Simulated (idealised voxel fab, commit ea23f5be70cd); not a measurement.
This section sets out a process module, namely voxel transistor to metal.
cross-section cut | 195 nm wide | cells 5 nm
A cross-section is a grid of square cells, given in bands from the top down. A band is one or more rows of cells.
Band: top and bottom heights (nm) first, top before bottom; then materials from left to right, widths in nm. "edge to edge" marks a sole material filling the band edge to edge. "air" denotes empty space.
Where do heights start? At 0: under that level the wafer as delivered is made of one material only. And the lowest band has no floor; it just carries on downward, as in "from 0 down".
Width "30 to 40": first value at the band's top row of cells, second value at its bottom row, equal change from row to row.
You'll sometimes find "no alterations made" written for a step, and that's the way of saying that nowhere in the cross-section did a cell change during that step.
Empty spaces counting at least 8 cells and having no open way to the top are listed in "Encapsulated voids". The notation width x height at distance is used for each, the distance being from the left edge and all three values in nm.
Heads up: the bit after the settings on a step's line is the simulator's remark on that step.
The "overlay nm" setting may appear on a step's line; for a step that uses a mask, it gives how far to the right of its planned position the mask lay, and a negative value indicates the left.

### The process steps that were planned are listed below
| 1 | RECEIVE: material Si |
| 2 | OXIDIZE: depth nm 5 |
| 3 | CONFORMAL_DEP: material SiN, thk nm 15 |
| 4 | MASKED_ETCH: tone cover, mask id ACTIVE, width nm 100, etch materials SiN, depth nm 15, overlay nm 0 |
| 5 | MASKED_ETCH: tone cover, mask id ACTIVE, width nm 100, etch materials SiO2, depth nm 5, overlay nm 0 |
| 6 | MASKED_ETCH: tone cover, mask id ACTIVE, width nm 100, etch materials Si, depth nm 35, overlay nm 0 |
| 7 | OXIDIZE: depth nm 5 |
| 8 | FILL_DEP: material SiO2, thk nm 10 |
| 9 | CMP: height nm 15 |
| 10 | SELECTIVE_ETCH: etch materials SiO2, depth nm 5 |
| 11 | STRIP: etch materials SiN |
| 12 | SELECTIVE_ETCH: etch materials SiO2, depth nm 5 |
| 13 | OXIDIZE: depth nm 5 |
| 14 | DIRECTIONAL_DEP: material polySi, thk nm 20 |
| 15 | DIRECTIONAL_DEP: material SiCN, thk nm 15 |
| 16 | PATTERN: tone cover, mask id GATE, material resist, width nm 20, thk nm 20, overlay nm 0 |
| 17 | DIRECTIONAL_ETCH: etch materials SiCN, depth nm 25 |
| 18 | DIRECTIONAL_ETCH: etch materials polySi, depth nm 30 |
| 19 | STRIP: etch materials resist |
| 20 | CONFORMAL_DEP: material SiO2, thk nm 5 |
| 21 | DIRECTIONAL_ETCH: etch materials SiO2, depth nm 5 |
| 22 | CONFORMAL_DEP: material SiN, thk nm 10 |
| 23 | DIRECTIONAL_ETCH: etch materials SiN, depth nm 10 |
| 24 | DIRECTIONAL_ETCH: etch materials SiO2, depth nm 5 |
| 25 | EPI: material nSi, thk nm 5 |
| 26 | FILL_DEP: material SiO2, thk nm 5 |
| 27 | CMP: height nm 30 |
| 28 | DIRECTIONAL_DEP: material SiO2, thk nm 15 |
| 29 | MASKED_ETCH: tone open, mask id CONTACT, width nm 25, pitch nm 55, etch materials SiO2, depth nm 50, overlay nm 0 |
| 30 | CONFORMAL_DEP: material TiN, thk nm 5 |
| 31 | FILL_DEP: material W, thk nm 5 |
| 32 | CMP: height nm 45 |
| 33 | DIRECTIONAL_DEP: material TiN, thk nm 5 |
| 34 | DIRECTIONAL_DEP: material Ru, thk nm 15 |
| 35 | DIRECTIONAL_DEP: material aC, thk nm 10 |
| 36 | PATTERN: tone cover, mask id METAL_1, material resist, width nm 15, pitch nm 65, thk nm 30, overlay nm 0 |
| 37 | DIRECTIONAL_ETCH: etch materials aC, depth nm 10 |
| 38 | STRIP: etch materials resist |
| 39 | DIRECTIONAL_ETCH: etch materials Ru, depth nm 15 |
| 40 | DIRECTIONAL_ETCH: etch materials TiN, depth nm 5 |
| 41 | STRIP: etch materials aC |
| 42 | CONFORMAL_DEP: material SiCN, thk nm 5 |
| 43 | FILL_DEP: material lowk, thk nm 5 |
| 44 | CMP: height nm 65 |
| 45 | CONFORMAL_DEP: material SiN, thk nm 5 |

### Incoming wafer in cross-section (state: after step 1)
> from 0 down: Si edge to edge
> Encapsulated voids: none

### Cross-section taken at module completion on the first of two wafers; processed per the plan
> from 70 to 65: SiN edge to edge
> from 65 to 50: lowk 50 nm, SiCN 5 nm, Ru 15 nm, SiCN 5 nm, lowk 40 nm, SiCN 5 nm, Ru 15 nm, SiCN 5 nm, lowk 55 nm
> from 50 to 45: SiCN 55 nm, TiN 15 nm, SiCN 50 nm, TiN 15 nm, SiCN 60 nm
> from 45 to 35: SiO2 55 nm, TiN 5 nm, W 15 nm, TiN 5 nm, SiO2 30 nm, TiN 5 nm, W 15 nm, TiN 5 nm, SiO2 60 nm
> from 35 to 30: SiO2 55 nm, TiN 5 nm, W 5 nm, TiN 15 nm, SiO2 30 nm, TiN 15 nm, W 5 nm, TiN 5 nm, SiO2 60 nm
> from 30 to 15: SiO2 55 nm, TiN 5 nm, W 5 nm, TiN 5 nm, SiN 10 nm, SiO2 5 nm, SiCN 20 nm, SiO2 5 nm, SiN 10 nm, TiN 5 nm, W 5 nm, TiN 5 nm, SiO2 60 nm
> from 15 to 5: SiO2 55 nm, TiN 5 nm, W 5 nm, TiN 5 nm, SiN 10 nm, SiO2 5 nm, polySi 20 nm, SiO2 5 nm, SiN 10 nm, TiN 5 nm, W 5 nm, TiN 5 nm, SiO2 60 nm
> from 5 to 0: SiO2 45 nm, SiN 10 nm, TiN 5 nm, W 5 nm, TiN 5 nm, SiN 10 nm, SiO2 5 nm, polySi 20 nm, SiO2 5 nm, SiN 10 nm, TiN 5 nm, W 5 nm, TiN 5 nm, SiN 10 nm, SiO2 50 nm
> from 0 to -5: SiO2 45 nm, SiN 10 nm, TiN 15 nm, SiN 10 nm, SiO2 5 nm, polySi 20 nm, SiO2 5 nm, SiN 10 nm, TiN 15 nm, SiN 10 nm, SiO2 50 nm
> from -5 to -10: SiO2 55 nm, nSi 15 nm, SiO2 50 nm, nSi 15 nm, SiO2 60 nm
> from -10 to -45: SiO2 50 nm, Si 90 nm, SiO2 55 nm
> from -45 down: Si edge to edge
> Encapsulated voids: none

### Second wafer through the module, sectioned at the end: same beginning and same plan as the first wafer, with one mistake in carrying it out
> from 70 to 65: SiN edge to edge
> from 65 to 50: lowk 50 nm, SiCN 5 nm, Ru 15 nm, SiCN 5 nm, lowk 40 nm, SiCN 5 nm, Ru 15 nm, SiCN 5 nm, lowk 55 nm
> from 50 to 45: SiCN 55 nm, TiN 15 nm, SiCN 50 nm, TiN 15 nm, SiCN 60 nm
> from 45 to 35: SiO2 55 nm, TiN 5 nm, W 15 nm, TiN 5 nm, SiO2 30 nm, TiN 5 nm, W 15 nm, TiN 5 nm, SiO2 60 nm
> from 35 to 30: SiO2 55 nm, TiN 5 nm, W 5 nm, TiN 15 nm, SiO2 30 nm, TiN 15 nm, W 5 nm, TiN 5 nm, SiO2 60 nm
> from 30 to 25: SiO2 55 nm, TiN 5 nm, W 5 nm, TiN 5 nm, SiN 10 nm, SiO2 5 nm, SiCN 20 nm, SiO2 5 nm, SiN 10 nm, TiN 5 nm, W 5 nm, TiN 5 nm, SiO2 60 nm
> from 25 to 5: SiO2 55 nm, TiN 5 nm, W 5 nm, TiN 5 nm, SiN 10 nm, SiO2 5 nm, polySi 20 nm, SiO2 5 nm, SiN 10 nm, TiN 5 nm, W 5 nm, TiN 5 nm, SiO2 60 nm
> from 5 to 0: SiO2 35 nm, SiN 10 nm, SiO2 10 nm, TiN 5 nm, W 5 nm, TiN 5 nm, SiO2 50 nm, TiN 5 nm, W 5 nm, TiN 5 nm, SiO2 10 nm, SiN 10 nm, SiO2 40 nm
> from 0 to -5: SiO2 35 nm, SiN 10 nm, SiO2 10 nm, TiN 15 nm, SiO2 50 nm, TiN 15 nm, SiO2 10 nm, SiN 10 nm, SiO2 40 nm
> from -5 to -10: nSi 35 nm, SiO2 20 nm, Si 80 nm, SiO2 20 nm, nSi 40 nm
> from -10 down: Si edge to edge
> Encapsulated voids: none
Where did the run depart from the plan? step 4 deviated from plan and actually ran as MASKED_ETCH: tone open, mask id ACTIVE, width nm 100, etch materials SiN, depth nm 15, overlay nm 0
Counted in cells at the end, the second wafer holds more or fewer of these materials than the first: +163 Si; -8 SiCN; -8 SiN; -156 SiO2; +9 nSi
